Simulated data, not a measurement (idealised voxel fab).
The document below concerns the process module designated voxel capacitor over wiring.
Square cell edge 5 nm, section width 205 nm, ID cut.
Cross-section spec: square-cell grid; bands listed top down; each band is one or more rows. Band entry format. Leading values: height of top, height of bottom, nm. Remainder: materials in left-to-right order, each with its width in nm. Special words: "throughout" on a single material, which then fills the band edge to edge; "empty", empty space. Basically, 0 is our baseline, since under it the wafer straight out of the box is all one material. The bottom band has no lower end and keeps on going down, so it looks like "0 -> down". The width entry "30->40" should be interpreted row by row: the top row of cells in the band takes the first number, the bottom row takes the second number, and the change between adjacent rows is uniform throughout. "stayed the same" -> step changed no cross-section cell. Closed-off voids of 8+ cells (no open route to the top) go in "Encapsulated voids", written width x height at distance from the left edge, in nm. On each step's line, the part that comes after the settings is the simulator's own comment on the step. If you see "overlay nm" on a step's line and that step has a mask, it's telling you how far right of where it was planned the mask ended up; a negative number means it went left instead.
Listed below are the process steps as planned:
| 1 | RECEIVE, material Si |
| 2 | CONFORMAL_DEP, material SiO2, thk nm 15 |
| 3 | CONFORMAL_DEP, material SiCN, thk nm 5 |
| 4 | DIRECTIONAL_DEP, material lowk, thk nm 25 |
| 5 | MASKED_ETCH, tone open, mask id METAL_1, width nm 25, pitch nm 90, etch materials lowk, depth nm 25, overlay nm 0 |
| 6 | MASKED_ETCH, tone open, mask id METAL_1, width nm 25, pitch nm 90, etch materials SiCN, depth nm 5, overlay nm 0 |
| 7 | CONFORMAL_DEP, material TiN, thk nm 5 |
| 8 | FILL_DEP, material Cu, thk nm 5 |
| 9 | CMP, height nm 45 |
| 10 | CONFORMAL_DEP, material SiCN, thk nm 5 |
| 11 | DIRECTIONAL_DEP, material lowk, thk nm 10 |
| 12 | DIRECTIONAL_DEP, material aC, thk nm 15 |
| 13 | PATTERN, tone open, mask id PLUG_1, material resist, width nm 15, thk nm 30, overlay nm 0 |
| 14 | DIRECTIONAL_ETCH, etch materials aC, depth nm 15 |
| 15 | STRIP, etch materials resist |
| 16 | DIRECTIONAL_ETCH, etch materials lowk, depth nm 10 |
| 17 | DIRECTIONAL_ETCH, etch materials SiCN, depth nm 5 |
| 18 | STRIP, etch materials aC |
| 19 | EPI, material Ru, thk nm 10 |
| 20 | EPI, material Ru, thk nm 5 |
| 21 | DIRECTIONAL_DEP, material TiN, thk nm 5 |
| 22 | DIRECTIONAL_DEP, material SiN, thk nm 5 |
| 23 | DIRECTIONAL_DEP, material TiN, thk nm 5 |
| 24 | PATTERN, tone cover, mask id UPPER_PLATE, material resist, width nm 70, thk nm 15, overlay nm 0 |
| 25 | DIRECTIONAL_ETCH, etch materials TiN, depth nm 5 |
| 26 | DIRECTIONAL_ETCH, etch materials SiN, depth nm 5 |
| 27 | STRIP, etch materials resist |
| 28 | DIRECTIONAL_DEP, material aC, thk nm 15 |
| 29 | PATTERN, tone cover, mask id LOWER_PLATE, material resist, width nm 80, thk nm 35, overlay nm 0 |
| 30 | DIRECTIONAL_ETCH, etch materials aC, depth nm 15 |
| 31 | STRIP, etch materials resist |
| 32 | DIRECTIONAL_ETCH, etch materials TiN, depth nm 5 |
| 33 | STRIP, etch materials aC |
| 34 | FILL_DEP, material SiO2, thk nm 20 |
| 35 | CMP, height nm 90 |
| 36 | DIRECTIONAL_DEP, material aC, thk nm 15 |
| 37 | PATTERN, tone open, mask id PLUG_2, material resist, width nm 15, thk nm 35, overlay nm 0 |
| 38 | DIRECTIONAL_ETCH, etch materials aC, depth nm 15 |
| 39 | STRIP, etch materials resist |
| 40 | DIRECTIONAL_ETCH, etch materials SiO2, depth nm 15 |
| 41 | STRIP, etch materials aC |
| 42 | CONFORMAL_DEP, material TiN, thk nm 5 |
| 43 | FILL_DEP, material Cu, thk nm 10 |
| 44 | CMP, height nm 90 |
| 45 | CONFORMAL_DEP, material SiCN, thk nm 5 |
Across this set of wafers, the varied parameter is the width nm of step 37. Starting conditions are identical for every wafer, and the plan reports the value assigned to the first wafer.
The as-received cross-section of the first of several wafers corresponds to the state after step 1:
  0 -> down | Si throughout
  Encapsulated voids: none
Tabulated below, wafer by wafer, are the end-of-module results: for each material, the number of cells gained (+) or lost (-) relative to the as-received state, followed by the closed voids:
width nm 15, +32 Cu, +9 Ru, +110 SiCN, +14 SiN, +316 SiO2, +67 TiN, +231 lowk, Encapsulated voids: none
width nm 20, +34 Cu, +9 Ru, +110 SiCN, +14 SiN, +313 SiO2, +68 TiN, +231 lowk, Encapsulated voids: none
width nm 25, +36 Cu, +9 Ru, +110 SiCN, +14 SiN, +310 SiO2, +69 TiN, +231 lowk, Encapsulated voids: none
width nm 30, +38 Cu, +9 Ru, +110 SiCN, +14 SiN, +307 SiO2, +70 TiN, +231 lowk, Encapsulated voids: none
